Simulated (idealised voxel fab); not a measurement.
This is a process module. Its name is voxel transistor to metal.
185 nm wide, 5 nm square cells: that's cross-section cut.
Cross-sections here: square-cell grids, written as top-down lists of bands, a band being one or more rows of cells.
It is stipulated that each band's entry specify, in nanometres, the height of the top of the band and then that of its bottom, followed by the materials of the band in left-to-right sequence, each together with its width in nanometres. A single material marked by the word "throughout" is understood to fill the band from edge to edge; the word "empty" is understood to denote empty space.
Measure heights from 0. That's the level where, below it, the as-received wafer is all one material. The lowest band is bottomless and extends downward; write it as in "0 and below".
With a width like "30..40", each row of cells in the band differs from the next by the same amount, the top row carrying the first number and the bottom row the second.
The cross-section has no changed cell in any step marked "changes: none".
Voids not open to the top, 8 cells minimum: see "Enclosed internal voids". Written width x height at distance; distance is from the left edge; nm.
Whatever follows a step's settings on its line is a remark the simulator itself makes about that step.
Regarding "overlay nm": on a step with a mask, it is the distance the mask lay to the right of its planned place; a negative value places it to the left.

Below is the list of planned process steps:
| 1 | RECEIVE: material Si |
| 2 | OXIDIZE: depth nm 5 |
| 3 | CONFORMAL_DEP: material SiN, thk nm 10 |
| 4 | PATTERN: tone cover, mask id ACTIVE, material resist, width nm 120, thk nm 15, overlay nm 0 |
| 5 | DIRECTIONAL_ETCH: etch materials SiN, depth nm 10 |
| 6 | DIRECTIONAL_ETCH: etch materials SiO2, depth nm 5 |
| 7 | DIRECTIONAL_ETCH: etch materials Si, depth nm 25 |
| 8 | STRIP: etch materials resist |
| 9 | OXIDIZE: depth nm 5 |
| 10 | FILL_DEP: material SiO2, thk nm 15 |
| 11 | CMP: height nm 10 |
| 12 | SELECTIVE_ETCH: etch materials SiO2, depth nm 10 |
| 13 | STRIP: etch materials SiN |
| 14 | SELECTIVE_ETCH: etch materials SiO2, depth nm 5 |
| 15 | OXIDIZE: depth nm 5 |
| 16 | DIRECTIONAL_DEP: material polySi, thk nm 25 |
| 17 | DIRECTIONAL_DEP: material SiCN, thk nm 15 |
| 18 | PATTERN: tone cover, mask id GATE, material resist, width nm 30, thk nm 15, overlay nm 0 |
| 19 | DIRECTIONAL_ETCH: etch materials SiCN, depth nm 25 |
| 20 | DIRECTIONAL_ETCH: etch materials polySi, depth nm 35 |
| 21 | STRIP: etch materials resist |
| 22 | CONFORMAL_DEP: material SiO2, thk nm 5 |
| 23 | DIRECTIONAL_ETCH: etch materials SiO2, depth nm 5 |
| 24 | CONFORMAL_DEP: material SiN, thk nm 5 |
| 25 | DIRECTIONAL_ETCH: etch materials SiN, depth nm 5 |
| 26 | DIRECTIONAL_ETCH: etch materials SiO2, depth nm 5 |
| 27 | DIRECTIONAL_ETCH: etch materials Si, depth nm 5 |
| 28 | EPI: material nSi, thk nm 10 |
| 29 | FILL_DEP: material SiO2, thk nm 10 |
| 30 | CMP: height nm 20 |
| 31 | STRIP: etch materials polySi |
| 32 | SELECTIVE_ETCH: etch materials SiO2, depth nm 5 |
| 33 | CONFORMAL_DEP: material HfO2, thk nm 5 |
| 34 | CONFORMAL_DEP: material TiN, thk nm 5 |
| 35 | FILL_DEP: material W, thk nm 5 |
| 36 | CMP: height nm 15 |
| 37 | DIRECTIONAL_DEP: material SiO2, thk nm 10 |
| 38 | DIRECTIONAL_DEP: material aC, thk nm 15 |
| 39 | PATTERN: tone open, mask id CONTACT, material resist, width nm 20, pitch nm 90, thk nm 30, overlay nm 0 |
| 40 | DIRECTIONAL_ETCH: etch materials aC, depth nm 15 |
| 41 | STRIP: etch materials resist |
| 42 | DIRECTIONAL_ETCH: etch materials SiO2, depth nm 30 |
| 43 | STRIP: etch materials aC |
| 44 | CONFORMAL_DEP: material TiN, thk nm 5 |
| 45 | FILL_DEP: material Ru, thk nm 10 |
| 46 | CMP: height nm 25 |
| 47 | CONFORMAL_DEP: material SiN, thk nm 5 |
| 48 | DIRECTIONAL_DEP: material lowk, thk nm 20 |
| 49 | MASKED_ETCH: tone open, mask id METAL_1, width nm 20, pitch nm 90, etch materials lowk, depth nm 20, overlay nm 0 |
| 50 | MASKED_ETCH: tone open, mask id METAL_1, width nm 20, pitch nm 90, etch materials SiN, depth nm 5, overlay nm 0 |
| 51 | CONFORMAL_DEP: material TiN, thk nm 5 |
| 52 | FILL_DEP: material W, thk nm 10 |
| 53 | CMP: height nm 50 |
| 54 | EPI: material Ru, thk nm 5 |
| 55 | FILL_DEP: material SiCN, thk nm 5 |
| 56 | DIRECTIONAL_DEP: material lowk, thk nm 30 |
| 57 | PATTERN: tone open, mask id METAL_2_HOLES, material resist, width nm 15, pitch nm 90, thk nm 20, overlay nm 0 |
| 58 | DIRECTIONAL_ETCH: etch materials lowk, depth nm 30 |
| 59 | STRIP: etch materials resist |
| 60 | PATTERN: tone open, mask id METAL_2, material resist, width nm 20, pitch nm 90, thk nm 15, overlay nm 0 |
| 61 | DIRECTIONAL_ETCH: etch materials lowk, depth nm 20 |
| 62 | DIRECTIONAL_ETCH: etch materials SiCN, depth nm 5 |
| 63 | STRIP: etch materials resist |
| 64 | CONFORMAL_DEP: material TiN, thk nm 5 |
| 65 | FILL_DEP: material Cu, thk nm 10 |
| 66 | CMP: height nm 90 |
| 67 | CONFORMAL_DEP: material SiN, thk nm 5 |

Wafer as received: cross-section following step 1:
* 0 and below: Si throughout
* Enclosed internal voids: none

Below is the wafer in cross-section after the module was completed. It began from the starting point shown above and followed the plan shown above, except that one mistake was made while running it:
* 100 down to 95: SiN throughout
* 95 down to 90: 40 nm TiN | 10 nm Cu | 80 nm TiN | 10 nm Cu | 45 nm TiN
* 90 down to 75: 35 nm lowk | 5 nm TiN | 10 nm Cu | 5 nm TiN | 70 nm lowk | 5 nm TiN | 10 nm Cu | 5 nm TiN | 40 nm lowk
* 75 down to 70: 35 nm lowk | 5 nm TiN | 5 nm Cu | 10 nm TiN | 70 nm lowk | 5 nm TiN | 5 nm Cu | 10 nm TiN | 40 nm lowk
* 70 down to 60: 35 nm lowk | 5 nm TiN | 5 nm Cu | 5 nm TiN | 75 nm lowk | 5 nm TiN | 5 nm Cu | 5 nm TiN | 45 nm lowk
* 60 down to 55: 35 nm SiCN | 15 nm TiN | 75 nm SiCN | 15 nm TiN | 45 nm SiCN
* 55 down to 50: 30 nm SiCN | 30 nm Ru | 60 nm SiCN | 30 nm Ru | 35 nm SiCN
* 50 down to 30: 35 nm lowk | 5 nm TiN | 10 nm W | 5 nm TiN | 70 nm lowk | 5 nm TiN | 10 nm W | 5 nm TiN | 40 nm lowk
* 30 down to 25: 35 nm SiN | 20 nm TiN | 70 nm SiN | 20 nm TiN | 40 nm SiN
* 25 down to 15: 35 nm SiO2 | 5 nm TiN | 10 nm Ru | 5 nm TiN | 70 nm SiO2 | 5 nm TiN | 10 nm Ru | 5 nm TiN | 40 nm SiO2
* 15 down to 0: 35 nm SiO2 | 5 nm TiN | 10 nm Ru | 5 nm TiN | 10 nm SiO2 | 5 nm SiN | 5 nm HfO2 | 5 nm TiN | 20 nm W | 5 nm TiN | 5 nm HfO2 | 5 nm SiN | 10 nm SiO2 | 5 nm TiN | 10 nm Ru | 5 nm TiN | 40 nm SiO2
* 0 down to -5: 35 nm SiO2 | 20 nm TiN | 10 nm nSi | 5 nm SiN | 5 nm HfO2 | 30 nm TiN | 5 nm HfO2 | 5 nm SiN | 10 nm nSi | 20 nm TiN | 40 nm SiO2
* -5 down to -10: 30 nm SiO2 | 35 nm nSi | 5 nm SiO2 | 40 nm HfO2 | 5 nm SiO2 | 35 nm nSi | 35 nm SiO2
* -10 down to -15: 35 nm SiO2 | 30 nm nSi | 50 nm Si | 30 nm nSi | 40 nm SiO2
* -15 down to -35: 35 nm SiO2 | 110 nm Si | 40 nm SiO2
* -35 and below: Si throughout
* Enclosed internal voids: none
Want to know what went wrong? step 66 did not use the planned setting and instead ran as CMP: height nm 95
